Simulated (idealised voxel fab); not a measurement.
process module | voxel transistor to metal
For reference, the cross-section in this document is cut, with width 280 nm and square cells of 5 nm.
Throughout this document, each cross-section is represented as a grid of square cells and is presented as a sequence of bands enumerated from the top downward, where a band comprises one or more rows of cells.
Band: top height; bottom height; in nm. Then, left to right: material with width in nm, for each material. "full width": a single material spanning edge to edge. "empty": empty space.
Heights are measured from 0, the level below which the as-received wafer is all one material; the lowest band has no bottom and continues downward, written as in "0..down".
The notation "30 to 40" denotes a width that varies across the rows of cells in the band, beginning at the first number in the top row, finishing at the second number in the bottom row, and changing by an identical amount from each row to the next.
No cell of the cross-section changed in a step that is given as "left unchanged".
So "Fully closed voids" is basically the list of trapped voids: any empty space of 8 cells or more that can't reach the top through an opening. They're written width x height at distance, the distance being from the left edge, and it's all nm.
Note: text after step settings on the step line = simulator remark on that step.
For masked steps, "overlay nm" on the step line gives how far right of plan the mask actually lay; a minus sign means it lay to the left.
So here's the lineup of process steps we planned:
- 1: RECEIVE,material Si
- 2: OXIDIZE,depth nm 5
- 3: CONFORMAL_DEP,material SiN,thk nm 15
- 4: MASKED_ETCH,tone cover,mask id ACTIVE,width nm 100,pitch nm 130,etch materials SiN,depth nm 15,overlay nm 0
- 5: MASKED_ETCH,tone cover,mask id ACTIVE,width nm 100,pitch nm 130,etch materials SiO2,depth nm 5,overlay nm 0
- 6: MASKED_ETCH,tone cover,mask id ACTIVE,width nm 100,pitch nm 130,etch materials Si,depth nm 25,overlay nm 0
- 7: OXIDIZE,depth nm 5
- 8: FILL_DEP,material SiO2,thk nm 5
- 9: CMP,height nm 15
- 10: SELECTIVE_ETCH,etch materials SiO2,depth nm 15
- 11: STRIP,etch materials SiN
- 12: SELECTIVE_ETCH,etch materials SiO2,depth nm 5
- 13: OXIDIZE,depth nm 5
- 14: DIRECTIONAL_DEP,material polySi,thk nm 20
- 15: DIRECTIONAL_DEP,material SiCN,thk nm 10
- 16: MASKED_ETCH,tone cover,mask id GATE,width nm 20,pitch nm 130,etch materials SiCN,depth nm 20,overlay nm 0
- 17: MASKED_ETCH,tone cover,mask id GATE,width nm 20,pitch nm 130,etch materials polySi,depth nm 30,overlay nm 0
- 18: CONFORMAL_DEP,material SiN,thk nm 5
- 19: DIRECTIONAL_ETCH,etch materials SiN,depth nm 5
- 20: DIRECTIONAL_ETCH,etch materials SiO2,depth nm 5
- 21: EPI,material pSi,thk nm 5
- 22: FILL_DEP,material SiO2,thk nm 10
- 23: CMP,height nm 25
- 24: DIRECTIONAL_DEP,material SiO2,thk nm 10
- 25: DIRECTIONAL_DEP,material aC,thk nm 15
- 26: PATTERN,tone open,mask id CONTACT,material resist,width nm 30,thk nm 30,overlay nm 0
- 27: DIRECTIONAL_ETCH,etch materials aC,depth nm 15
- 28: STRIP,etch materials resist
- 29: DIRECTIONAL_ETCH,etch materials SiO2,depth nm 40
- 30: STRIP,etch materials aC
- 31: CONFORMAL_DEP,material TiN,thk nm 5
- 32: FILL_DEP,material W,thk nm 10
- 33: CMP,height nm 35
- 34: CONFORMAL_DEP,material SiN,thk nm 5
- 35: DIRECTIONAL_DEP,material SiO2,thk nm 15
- 36: DIRECTIONAL_DEP,material aC,thk nm 10
- 37: PATTERN,tone open,mask id METAL_1,material resist,width nm 15,thk nm 30,overlay nm 0
- 38: DIRECTIONAL_ETCH,etch materials aC,depth nm 10
- 39: STRIP,etch materials resist
- 40: DIRECTIONAL_ETCH,etch materials SiO2,depth nm 15
- 41: DIRECTIONAL_ETCH,etch materials SiN,depth nm 5
- 42: STRIP,etch materials aC
- 43: CONFORMAL_DEP,material TiN,thk nm 5
- 44: FILL_DEP,material Cu,thk nm 10
- 45: CMP,height nm 55
- 46: CONFORMAL_DEP,material SiN,thk nm 5
This is the cross-section of the wafer as we received it, i.e. after step 1:
> 0..down = Si full width
> Fully closed voids: none
Result of the module, cross-sectioned: start per above, plan per above, one error in how it was run:
> 60..55 = SiN full width
> 55..40 = 30 of SiO2, 5 of TiN, 5 of Cu, 5 of TiN, 60 of SiO2, 5 of TiN, 5 of Cu, 5 of TiN, 40 of SiO2, 5 of TiN, 5 of Cu, 5 of TiN, 60 of SiO2, 5 of TiN, 5 of Cu, 5 of TiN, 30 of SiO2
> 40..35 = 30 of SiN, 15 of TiN, 60 of SiN, 15 of TiN, 40 of SiN, 15 of TiN, 60 of SiN, 15 of TiN, 30 of SiN
> 35..25 = 40 of SiO2, 5 of TiN, 20 to 10 of W, 5 to 15 of TiN, 30 of SiO2, 5 of TiN, 20 of W, 5 of TiN, 40 of SiO2, 5 of TiN, 20 to 10 of W, 5 to 15 of TiN, 30 of SiO2, 5 of TiN, 20 of W, 5 of TiN, 20 of SiO2
> 25..15 = 40 of SiO2, 5 of TiN, 10 of W, 5 of TiN, 5 of SiN, 20 of SiCN, 5 of SiN, 10 of SiO2, 5 of TiN, 20 of W, 5 of TiN, 40 of SiO2, 5 of TiN, 10 of W, 5 of TiN, 5 of SiN, 20 of SiCN, 5 of SiN, 10 of SiO2, 5 of TiN, 20 of W, 5 of TiN, 20 of SiO2
> 15..0 = 40 of SiO2, 5 of TiN, 10 of W, 5 of TiN, 5 of SiN, 20 of polySi, 5 of SiN, 10 of SiO2, 5 of TiN, 20 of W, 5 of TiN, 40 of SiO2, 5 of TiN, 10 of W, 5 of TiN, 5 of SiN, 20 of polySi, 5 of SiN, 10 of SiO2, 5 of TiN, 20 of W, 5 of TiN, 20 of SiO2
> 0..-5 = 40 of SiO2, 20 of TiN, 5 of SiN, 20 of polySi, 5 of SiN, 10 of SiO2, 30 of TiN, 40 of SiO2, 20 of TiN, 5 of SiN, 20 of polySi, 5 of SiN, 10 of SiO2, 30 of TiN, 20 of SiO2
> -5..-10 = 25 of SiO2, 35 of pSi, 30 of SiO2, 35 of pSi, 30 of SiO2, 35 of pSi, 30 of SiO2, 35 of pSi, 25 of SiO2
> -10..-35 = 30 of SiO2, 90 of Si, 40 of SiO2, 90 of Si, 30 of SiO2
> -35..down = Si full width
> Fully closed voids: none
The mistake made against the process plan was this: rather than as planned, step 26 actually ran as PATTERN,tone open,mask id CONTACT,material resist,width nm 30,thk nm 30,overlay nm 10
